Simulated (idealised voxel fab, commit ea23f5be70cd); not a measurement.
Process module under the name voxel capacitor over wiring
cross-section cut | 140 nm wide | cells 5 nm
Cross-section format: a grid of square cells, given as bands from top to bottom; each band is one or more rows of cells. In this notation a band is specified by the heights of its top and bottom, in that order and in nm, after which its materials appear from left to right, each paired with its width in nm. The word "all across" attached to a single material means that material fills the band from edge to edge; the word "air" stands for empty space. Height datum 0, below which the as-received substrate wafer is one material. Lowest band open at the bottom, running downward: "0 nm and below". With a width like "30 to 40", each row of cells in the band differs from the next by the same amount, the top row carrying the first number and the bottom row the second. "no modification" -> step changed no cross-section cell. "Enclosed empty spaces" lists enclosed empty spaces (at least 8 cells, no open path upward to the top), each as width x height at distance from the left edge, in nm. Past the settings on a step's line: simulator remark, on that step. overlay nm: mask right of planned place by this much (step with mask). Neg. = left.
**Process steps (planned)**
1,RECEIVE,material Si
2,CONFORMAL_DEP,material SiO2,thk nm 10
3,CONFORMAL_DEP,material SiN,thk nm 5
4,DIRECTIONAL_DEP,material lowk,thk nm 20
5,MASKED_ETCH,tone open,mask id METAL_1,width nm 20,pitch nm 85,etch materials lowk,depth nm 20,overlay nm 0
6,MASKED_ETCH,tone open,mask id METAL_1,width nm 20,pitch nm 85,etch materials SiN,depth nm 5,overlay nm 0
7,CONFORMAL_DEP,material TiN,thk nm 5
8,FILL_DEP,material Ru,thk nm 10
9,CMP,height nm 35
10,CONFORMAL_DEP,material SiCN,thk nm 5
11,DIRECTIONAL_DEP,material SiO2,thk nm 10
12,MASKED_ETCH,tone open,mask id PLUG_1,width nm 15,etch materials SiO2,depth nm 10,overlay nm 0
13,MASKED_ETCH,tone open,mask id PLUG_1,width nm 15,etch materials SiCN,depth nm 5,overlay nm 0
14,EPI,material Ru,thk nm 10
15,EPI,material Ru,thk nm 5
16,DIRECTIONAL_DEP,material TiN,thk nm 5
17,DIRECTIONAL_DEP,material SiN,thk nm 5
18,DIRECTIONAL_DEP,material TiN,thk nm 10
19,DIRECTIONAL_DEP,material aC,thk nm 10
20,PATTERN,tone cover,mask id UPPER_PLATE,material resist,width nm 70,thk nm 30,overlay nm 0
21,DIRECTIONAL_ETCH,etch materials aC,depth nm 10
22,STRIP,etch materials resist
23,DIRECTIONAL_ETCH,etch materials TiN,depth nm 10
24,DIRECTIONAL_ETCH,etch materials SiN,depth nm 5
25,STRIP,etch materials aC
26,DIRECTIONAL_DEP,material aC,thk nm 15
27,PATTERN,tone cover,mask id LOWER_PLATE,material resist,width nm 80,thk nm 35,overlay nm 0
28,DIRECTIONAL_ETCH,etch materials aC,depth nm 15
29,STRIP,etch materials resist
30,DIRECTIONAL_ETCH,etch materials TiN,depth nm 5
31,STRIP,etch materials aC
32,FILL_DEP,material SiO2,thk nm 15
33,CMP,height nm 80
34,PATTERN,tone open,mask id PLUG_2,material resist,width nm 15,thk nm 15,overlay nm 0
35,DIRECTIONAL_ETCH,etch materials SiO2,depth nm 10
36,STRIP,etch materials resist
37,CONFORMAL_DEP,material TiN,thk nm 5
38,FILL_DEP,material Cu,thk nm 10
39,CMP,height nm 80
40,CONFORMAL_DEP,material SiN,thk nm 5
**Wafer at receipt (post step 1), cross-section**
	0 nm and below | Si all across
	Enclosed empty spaces: none
**a wafer at the end: this start, this plan, one mistake**
	85 nm to 80 nm | Ru all across
	80 nm to 75 nm | SiO2 30 nm, TiN 5 nm, Cu 5 nm, TiN 5 nm, SiO2 95 nm
	75 nm to 70 nm | SiO2 30 nm, TiN 15 nm, SiO2 95 nm
	70 nm to 60 nm | SiO2 20 nm, TiN 70 nm, SiO2 50 nm
	60 nm to 55 nm | SiO2 20 nm, SiN 70 nm, SiO2 50 nm
	55 nm to 50 nm | SiO2 15 nm, TiN 80 nm, SiO2 45 nm
	50 nm to 40 nm | SiO2 20 nm, Ru 15 nm, SiO2 105 nm
	40 nm to 35 nm | SiCN 20 nm, Ru 15 nm, SiCN 105 nm
	35 nm to 15 nm | lowk 15 nm, TiN 5 nm, Ru 10 nm, TiN 5 nm, lowk 65 nm, TiN 5 nm, Ru 10 nm, TiN 5 nm, lowk 20 nm
	15 nm to 10 nm | SiN 15 nm, TiN 20 nm, SiN 65 nm, TiN 20 nm, SiN 20 nm
	10 nm to 0 nm | SiO2 all across
	0 nm and below | Si all across
	Enclosed empty spaces: none
Finding, execution versus plan: step 40 off recipe, ran as CONFORMAL_DEP,material Ru,thk nm 5
